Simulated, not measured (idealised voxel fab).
Process module in this document: voxel transistor to metal
It is cross-section cut that appears here, measuring 190 nm in width, its square cells being 5 nm in size.
We lay out every cross-section as a grid of square cells and spell it out in bands from the top down, where one band means one or more rows of cells.
First you get the band's top height and its bottom height, in nm, and then the materials it's made of, left to right, with each width in nm. If you see a single material with "throughout", that one covers the band edge to edge. "air" is empty space.
Heights from 0 (as-received wafer is one material below). Bottom band endless downward, as "0..down".
The notation "30 to 40" denotes a width that varies across the rows of cells in the band, beginning at the first number in the top row, finishing at the second number in the bottom row, and changing by an identical amount from each row to the next.
Step marked "changes: none"? Then no cell in the cross-section changed in it.
If an empty space has no open way to the top and is at least 8 cells in size, "Completely enclosed voids" lists it, written width x height at distance, where distance is measured from the left edge and every value is in nm.
Anything after a step's settings on that line? It's the simulator's own note about the step.
overlay nm, on a step with a mask: how far to the right of its planned place the mask lay; to the left if negative
The steps planned for the process are as follows:
- 1: RECEIVE [material Si]
- 2: OXIDIZE [depth nm 5]
- 3: CONFORMAL_DEP [material SiN] [thk nm 15]
- 4: MASKED_ETCH [tone cover] [mask id ACTIVE] [width nm 95] [etch materials SiN] [depth nm 15] [overlay nm 0]
- 5: MASKED_ETCH [tone cover] [mask id ACTIVE] [width nm 95] [etch materials SiO2] [depth nm 5] [overlay nm 0]
- 6: MASKED_ETCH [tone cover] [mask id ACTIVE] [width nm 95] [etch materials Si] [depth nm 20] [overlay nm 0]
- 7: OXIDIZE [depth nm 5]
- 8: FILL_DEP [material SiO2] [thk nm 5]
- 9: CMP [height nm 15]
- 10: SELECTIVE_ETCH [etch materials SiO2] [depth nm 15]
- 11: STRIP [etch materials SiN]
- 12: SELECTIVE_ETCH [etch materials SiO2] [depth nm 5]
- 13: OXIDIZE [depth nm 5]
- 14: DIRECTIONAL_DEP [material polySi] [thk nm 25]
- 15: DIRECTIONAL_DEP [material SiCN] [thk nm 15]
- 16: PATTERN [tone cover] [mask id GATE] [material resist] [width nm 15] [thk nm 15] [overlay nm 0]
- 17: DIRECTIONAL_ETCH [etch materials SiCN] [depth nm 25]
- 18: DIRECTIONAL_ETCH [etch materials polySi] [depth nm 35]
- 19: STRIP [etch materials resist]
- 20: CONFORMAL_DEP [material SiO2] [thk nm 5]
- 21: DIRECTIONAL_ETCH [etch materials SiO2] [depth nm 5]
- 22: CONFORMAL_DEP [material SiN] [thk nm 5]
- 23: DIRECTIONAL_ETCH [etch materials SiN] [depth nm 5]
- 24: DIRECTIONAL_ETCH [etch materials SiO2] [depth nm 5]
- 25: DIRECTIONAL_ETCH [etch materials Si] [depth nm 15]
- 26: EPI [material SiGe] [thk nm 15]
- 27: FILL_DEP [material SiO2] [thk nm 5]
- 28: CMP [height nm 35]
- 29: DIRECTIONAL_DEP [material SiO2] [thk nm 10]
- 30: DIRECTIONAL_DEP [material aC] [thk nm 15]
- 31: PATTERN [tone open] [mask id CONTACT] [material resist] [width nm 25] [pitch nm 50] [thk nm 35] [overlay nm 0]
- 32: DIRECTIONAL_ETCH [etch materials aC] [depth nm 15]
- 33: STRIP [etch materials resist]
- 34: DIRECTIONAL_ETCH [etch materials SiO2] [depth nm 55]
- 35: STRIP [etch materials aC]
- 36: CONFORMAL_DEP [material TiN] [thk nm 5]
- 37: FILL_DEP [material Ru] [thk nm 5]
- 38: CMP [height nm 45]
- 39: CONFORMAL_DEP [material SiN] [thk nm 5]
- 40: DIRECTIONAL_DEP [material lowk] [thk nm 20]
- 41: PATTERN [tone open] [mask id METAL_1] [material resist] [width nm 15] [pitch nm 60] [thk nm 15] [overlay nm 0]
- 42: DIRECTIONAL_ETCH [etch materials lowk] [depth nm 20]
- 43: DIRECTIONAL_ETCH [etch materials SiN] [depth nm 5]
- 44: STRIP [etch materials resist]
- 45: CONFORMAL_DEP [material TiN] [thk nm 5]
- 46: FILL_DEP [material Cu] [thk nm 10]
- 47: CMP [height nm 70]
- 48: CONFORMAL_DEP [material SiN] [thk nm 5]
So this is the incoming wafer in cross-section - it's already been through step 1:
    0..down = Si throughout
    Completely enclosed voids: none
First wafer at the end, as planned:
    75..70 = SiN throughout
    70..50 = 55 nm lowk  5 nm TiN  5 nm Cu  5 nm TiN  45 nm lowk  5 nm TiN  5 nm Cu  5 nm TiN  60 nm lowk
    50..45 = 55 nm SiN  15 nm TiN  45 nm SiN  15 nm TiN  60 nm SiN
    45..35 = 55 nm SiO2  5 nm TiN  15 to 10 nm Ru  5 to 10 nm TiN  25 nm SiO2  5 to 10 nm TiN  15 to 10 nm Ru  5 nm TiN  60 nm SiO2
    35..20 = 55 nm SiO2  5 nm TiN  10 nm Ru  5 nm TiN  5 nm SiN  5 nm SiO2  15 nm SiCN  5 nm SiO2  5 nm SiN  5 nm TiN  10 nm Ru  5 nm TiN  60 nm SiO2
    20..10 = 55 nm SiO2  5 nm TiN  10 nm Ru  5 nm TiN  5 nm SiN  5 nm SiO2  15 nm polySi  5 nm SiO2  5 nm SiN  5 nm TiN  10 nm Ru  5 nm TiN  60 nm SiO2
    10..5 = 55 nm SiO2  20 nm TiN  5 nm SiN  5 nm SiO2  15 nm polySi  5 nm SiO2  5 nm SiN  20 nm TiN  60 nm SiO2
    5..-5 = 55 nm SiO2  5 nm TiN  15 nm SiGe  5 nm SiN  5 nm SiO2  15 nm polySi  5 nm SiO2  5 nm SiN  15 nm SiGe  5 nm TiN  60 nm SiO2
    -5..-10 = 55 nm SiO2  5 nm TiN  15 nm SiGe  35 nm SiO2  15 nm SiGe  5 nm TiN  60 nm SiO2
    -10..-25 = 50 nm SiO2  25 nm SiGe  35 nm Si  25 nm SiGe  55 nm SiO2
    -25..-30 = 50 nm SiO2  85 nm Si  55 nm SiO2
    -30..down = Si throughout
    Completely enclosed voids: none
Cross-sectional view: second of two wafers, end of module; start and plan identical to the first, one mistake in running:
    75..70 = SiN throughout
    70..50 = 55 nm lowk  5 nm TiN  5 nm Cu  5 nm TiN  45 nm lowk  5 nm TiN  5 nm Cu  5 nm TiN  60 nm lowk
    50..45 = 55 nm SiN  15 nm TiN  45 nm SiN  15 nm TiN  60 nm SiN
    45..40 = 55 nm SiO2  5 nm TiN  15 nm Ru  5 nm TiN  25 nm SiO2  5 nm TiN  15 nm Ru  5 nm TiN  60 nm SiO2
    40..35 = 55 nm SiO2  25 nm TiN  25 nm SiO2  25 nm TiN  60 nm SiO2
    35..30 = 75 nm lowk  5 nm SiN  5 nm lowk  15 nm SiCN  5 nm lowk  5 nm SiN  80 nm lowk
    30..20 = 75 nm lowk  5 nm SiN  5 nm SiO2  15 nm SiCN  5 nm SiO2  5 nm SiN  80 nm lowk
    20..5 = 75 nm lowk  5 nm SiN  5 nm SiO2  15 nm polySi  5 nm SiO2  5 nm SiN  80 nm lowk
    5..-5 = 60 nm lowk  15 nm SiGe  5 nm SiN  5 nm SiO2  15 nm polySi  5 nm SiO2  5 nm SiN  15 nm SiGe  65 nm lowk
    -5..-10 = 60 nm lowk  15 nm SiGe  35 nm SiO2  15 nm SiGe  65 nm lowk
    -10..-25 = 50 nm SiO2  25 nm SiGe  35 nm Si  25 nm SiGe  55 nm SiO2
    -25..-30 = 50 nm SiO2  85 nm Si  55 nm SiO2
    -30..down = Si throughout
    Completely enclosed voids: none
Error vs. plan: step 27 was run on a setting that differed from the plan, and what really ran there is FILL_DEP [material lowk] [thk nm 5]
Final tally in cells, some materials are higher or lower on the second wafer than on the first: Ru -24 | SiO2 -209 | TiN -30 | lowk +263
